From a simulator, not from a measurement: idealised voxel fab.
The following process module bears the name voxel double patterning.
It is cross-section cut that appears here, measuring 210 nm in width, its square cells being 5 nm in size.
Heads up, the way a cross-section reads in here is a grid of square cells, handed over as bands from the top down, with every band being one or more rows of cells.
Top height, bottom height, nm. Materials left to right, width each, nm. Single material + "full width" = fills band edge to edge. "air" = empty.
Where do heights start? At 0: under that level the wafer as delivered is made of one material only. And the lowest band has no floor; it just carries on downward, as in "from 0 down".
Graded width ("30..40"): value in top row of band = first number; value in bottom row = second number; row-to-row change constant.
Any step labelled "no change occurred" changed none of the cells in the cross-section.
You'll see "Encapsulated voids" listing empty spaces that have no way open to the top, as long as they're 8 cells or more; the notation is width x height at distance, where the distance is from the left edge, and all of it is in nm.
Read whatever lies past the settings on a step's line as the simulator's own remark about the step.
The "overlay nm" setting may appear on a step's line; for a step that uses a mask, it gives how far to the right of its planned position the mask lay, and a negative value indicates the left.

## These are the steps we planned for the process
| 1 | RECEIVE, material Si |
| 2 | CONFORMAL_DEP, material SiO2, thk nm 5 |
| 3 | DIRECTIONAL_DEP, material polySi, thk nm 15 |
| 4 | DIRECTIONAL_DEP, material SiCN, thk nm 5 |
| 5 | PATTERN, tone open, mask id FIRST, material resist, width nm 15, pitch nm 50, thk nm 15, overlay nm 0 |
| 6 | DIRECTIONAL_ETCH, etch materials SiCN, depth nm 5 |
| 7 | STRIP, etch materials resist |
| 8 | PATTERN, tone open, mask id SECOND, material resist, width nm 15, pitch nm 50, thk nm 20, overlay nm 0 |
| 9 | DIRECTIONAL_ETCH, etch materials SiCN, depth nm 5 |
| 10 | STRIP, etch materials resist |
| 11 | DIRECTIONAL_ETCH, etch materials polySi, depth nm 15 |
| 12 | STRIP, etch materials SiCN |
The plan shows the thk nm of step 4 as the first wafer had it; this setting differs between the wafers, which start out alike.

## The first of several wafers as received, shown in cross-section; this is its state after step 1
  from 0 down  Si full width
  Encapsulated voids: none

## Post step 12, the closing step of the module: first of several wafers, cross-sectioned
  from 20 to 5  polySi 45  air 15  polySi 10  air 15  polySi 10  air 15  polySi 10  air 15  polySi 10  air 15  polySi 50
  from 5 to 0  SiO2 full width
  from 0 down  Si full width
  Encapsulated voids: none

## At the end of the module, the last of several wafers in cross-section
  from 20 to 5  polySi full width
  from 5 to 0  SiO2 full width
  from 0 down  Si full width
  Encapsulated voids: none

## Heads up, this table goes wafer by wafer. A row tells you, at the end of the module, how many cells of each material that wafer has put on (+) or dropped (-) since it was received, and then its closed voids
thk nm 5; +42 SiO2; +81 polySi; Encapsulated voids: none
thk nm 10; +42 SiO2; +126 polySi; Encapsulated voids: none
thk nm 15; +42 SiO2; +126 polySi; Encapsulated voids: none
thk nm 20; +42 SiO2; +126 polySi; Encapsulated voids: none
